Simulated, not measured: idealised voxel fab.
The process module presented herein is designated voxel trench capacitor.
Section shown: cut. Width: 205 nm. Cell size: 5 nm, square.
Bands, listed from the top down, are how a cross-section gets written in this document; the cross-section itself is a grid of square cells, and a band is one or more rows of them. Within each band entry, the heights of the top and of the bottom of the band appear first, in that order and in nm; the materials of the band then follow from left to right, each with its corresponding width in nm. The designation "edge to edge" on a single material indicates that it fills the band from edge to edge; the designation "blank" indicates empty space. Heads up on the height convention: 0 is the point under which the incoming wafer is all one material, and the lowest band has no bottom, it just keeps going down, like "0 and below". When a width is written as two numbers, as in "30->40", the first number is the width in the top row of cells of the band and the second is the width in its bottom row, and the width changes by the same amount from each row to the next. Where the words "remains unaltered" appear for a step, the cross-section shows no cell changed by that step; every cell remained as before. The list in "Unvented cavities" covers empty spaces of 8 cells or more that cannot reach the top through any open way, and it gives each as width x height at distance; the distance is from the left edge, and width, height and distance are in nm. What comes after the settings on a step's line is commentary from the simulator itself on that step. The setting "overlay nm" may be written on the line of a step. When the step uses a mask, the value reports how far to the right of the planned place the mask lay, and a negative value reports that it lay to the left.

**Process steps - plan**
step 1: RECEIVE: material Si
step 2: CONFORMAL_DEP: material SiN, thk nm 10
step 3: MASKED_ETCH: tone open, mask id TRENCH, width nm 25, pitch nm 45, etch materials SiN, depth nm 10, overlay nm 0
step 4: MASKED_ETCH: tone open, mask id TRENCH, width nm 25, pitch nm 45, etch materials Si, depth nm 25, overlay nm 0
step 5: CONFORMAL_DEP: material Al2O3, thk nm 5
step 6: FILL_DEP: material polySi, thk nm 5
step 7: CMP: height nm 10

**As-received wafer cross-section (after step 1)**
* 0 and below  Si edge to edge
* Unvented cavities: none

**Cross-sectional image of the first of two wafers at the end of the module, the run having proceeded as planned**
* 10 down to 0  SiN=65 / Al2O3=5 / polySi=15 / Al2O3=5 / SiN=20 / Al2O3=5 / polySi=15 / Al2O3=5 / SiN=70
* 0 down to -20  Si=65 / Al2O3=5 / polySi=15 / Al2O3=5 / Si=20 / Al2O3=5 / polySi=15 / Al2O3=5 / Si=70
* -20 down to -25  Si=65 / Al2O3=25 / Si=20 / Al2O3=25 / Si=70
* -25 and below  Si edge to edge
* Unvented cavities: none

**second wafer at the end: like start, like plan, one mistake**
* 10 down to 5  polySi=60 / Al2O3=5 / SiN=25 / Al2O3=5 / polySi=10 / Al2O3=5 / SiN=25 / Al2O3=5 / polySi=65
* 5 down to 0  Al2O3=65 / SiN=25 / Al2O3=20 / SiN=25 / Al2O3=70
* 0 and below  Si edge to edge
* Unvented cavities: none
Finding, execution versus plan: step 3 did not happen as planned, as run it was MASKED_ETCH: tone cover, mask id TRENCH, width nm 25, pitch nm 45, etch materials SiN, depth nm 10, overlay nm 0
Heads up, by the end the second wafer has more or fewer cells of some materials compared to the first: Al2O3: 1 more; Si: 50 more; SiN: 42 fewer; polySi: 9 fewer
